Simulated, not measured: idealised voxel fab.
A process module follows: voxel capacitor over wiring.
Square cell edge 5 nm, section width 165 nm, ID cut.
In this document a cross-section is written as a grid of square cells. It is given as a series of bands, listed from the top down, and a band is one or more rows of cells.
For a band, the entry starts with two heights in nm, that of the top and then that of the bottom, and carries on with the band's materials in order from left to right, each alongside its width in nm; the word "full width" beside a single material means it fills the band edge to edge, and "blank" means empty space.
Basically, 0 is our baseline, since under it the wafer straight out of the box is all one material. The bottom band has no lower end and keeps on going down, so it looks like "0 down".
Note: "30..40" means the width goes from the first number (top row of the band) to the second number (bottom row) in equal steps per row of cells.
The cross-section has no changed cell in any step marked "changes: none".
This entry, "Voids, sealed", enumerates those empty regions of no fewer than 8 cells that possess no open connection to the top. Each region is reported in the form width x height at distance, the distance being taken from the left edge, with all three quantities expressed in nm.
The remark found on a step's line after its settings is issued by the simulator itself and pertains to that step.
"overlay nm" denotes, for a step that has a mask, the displacement of the mask to the right of its planned place, with negative values corresponding to the left.
plan
step 1: RECEIVE | material Si
step 2: CONFORMAL_DEP | material SiO2 | thk nm 15
step 3: CONFORMAL_DEP | material SiCN | thk nm 5
step 4: DIRECTIONAL_DEP | material SiO2 | thk nm 25
step 5: PATTERN | tone open | mask id METAL_1 | material resist | width nm 30 | pitch nm 95 | thk nm 15 | overlay nm 0
step 6: DIRECTIONAL_ETCH | etch materials SiO2 | depth nm 25
step 7: DIRECTIONAL_ETCH | etch materials SiCN | depth nm 5
step 8: STRIP | etch materials resist
step 9: CONFORMAL_DEP | material TiN | thk nm 5
step 10: FILL_DEP | material Ru | thk nm 5
step 11: CMP | height nm 45
step 12: EPI | material Ru | thk nm 5
step 13: FILL_DEP | material SiCN | thk nm 5
step 14: DIRECTIONAL_DEP | material SiO2 | thk nm 20
step 15: DIRECTIONAL_DEP | material aC | thk nm 10
step 16: PATTERN | tone open | mask id PLUG_1 | material resist | width nm 15 | thk nm 25 | overlay nm 0
step 17: DIRECTIONAL_ETCH | etch materials aC | depth nm 10
step 18: STRIP | etch materials resist
step 19: DIRECTIONAL_ETCH | etch materials SiO2 | depth nm 20
step 20: DIRECTIONAL_ETCH | etch materials SiCN | depth nm 5
step 21: STRIP | etch materials aC
step 22: CONFORMAL_DEP | material TiN | thk nm 5
step 23: FILL_DEP | material W | thk nm 5
step 24: CMP | height nm 75
step 25: DIRECTIONAL_DEP | material TiN | thk nm 5
step 26: DIRECTIONAL_DEP | material SiN | thk nm 5
step 27: DIRECTIONAL_DEP | material TiN | thk nm 10
step 28: MASKED_ETCH | tone cover | mask id UPPER_PLATE | width nm 70 | etch materials TiN | depth nm 10 | overlay nm 0
step 29: MASKED_ETCH | tone cover | mask id UPPER_PLATE | width nm 70 | etch materials SiN | depth nm 5 | overlay nm 0
step 30: PATTERN | tone cover | mask id LOWER_PLATE | material resist | width nm 80 | thk nm 15 | overlay nm 0
step 31: DIRECTIONAL_ETCH | etch materials TiN | depth nm 5
step 32: STRIP | etch materials resist
step 33: FILL_DEP | material SiO2 | thk nm 15
step 34: CMP | height nm 105
step 35: PATTERN | tone open | mask id PLUG_2 | material resist | width nm 15 | thk nm 20 | overlay nm 0
step 36: DIRECTIONAL_ETCH | etch materials SiO2 | depth nm 10
step 37: STRIP | etch materials resist
step 38: CONFORMAL_DEP | material TiN | thk nm 5
step 39: FILL_DEP | material Cu | thk nm 5
step 40: CMP | height nm 105
step 41: CONFORMAL_DEP | material SiCN | thk nm 5
Wafer at receipt (post step 1), cross-section
	0 down = Si full width
	Voids, sealed: none
Final cross-section, module run with one mistake (start and plan as above)
	110 to 105 = SiCN full width
	105 to 100 = SiO2 45 nm / TiN 5 nm / Cu 5 nm / TiN 5 nm / SiO2 105 nm
	100 to 95 = SiO2 45 nm / TiN 15 nm / SiO2 105 nm
	95 to 85 = SiO2 35 nm / TiN 70 nm / SiO2 60 nm
	85 to 80 = SiO2 35 nm / SiN 70 nm / SiO2 60 nm
	80 to 75 = SiO2 30 nm / TiN 80 nm / SiO2 55 nm
	75 to 55 = SiO2 35 nm / TiN 5 nm / W 5 nm / TiN 5 nm / SiO2 115 nm
	55 to 50 = SiCN 35 nm / TiN 15 nm / SiCN 115 nm
	50 to 45 = Ru full width
	45 to 40 = TiN 25 nm / Ru 20 nm / TiN 75 nm / Ru 20 nm / TiN 25 nm
	40 to 20 = SiO2 20 nm / TiN 5 nm / Ru 20 nm / TiN 5 nm / SiO2 65 nm / TiN 5 nm / Ru 20 nm / TiN 5 nm / SiO2 20 nm
	20 to 15 = SiO2 20 nm / TiN 30 nm / SiO2 65 nm / TiN 30 nm / SiO2 20 nm
	15 to 0 = SiO2 full width
	0 down = Si full width
	Voids, sealed: none
Diagnosis: yeah, step 3 of the plan got skipped, never ran
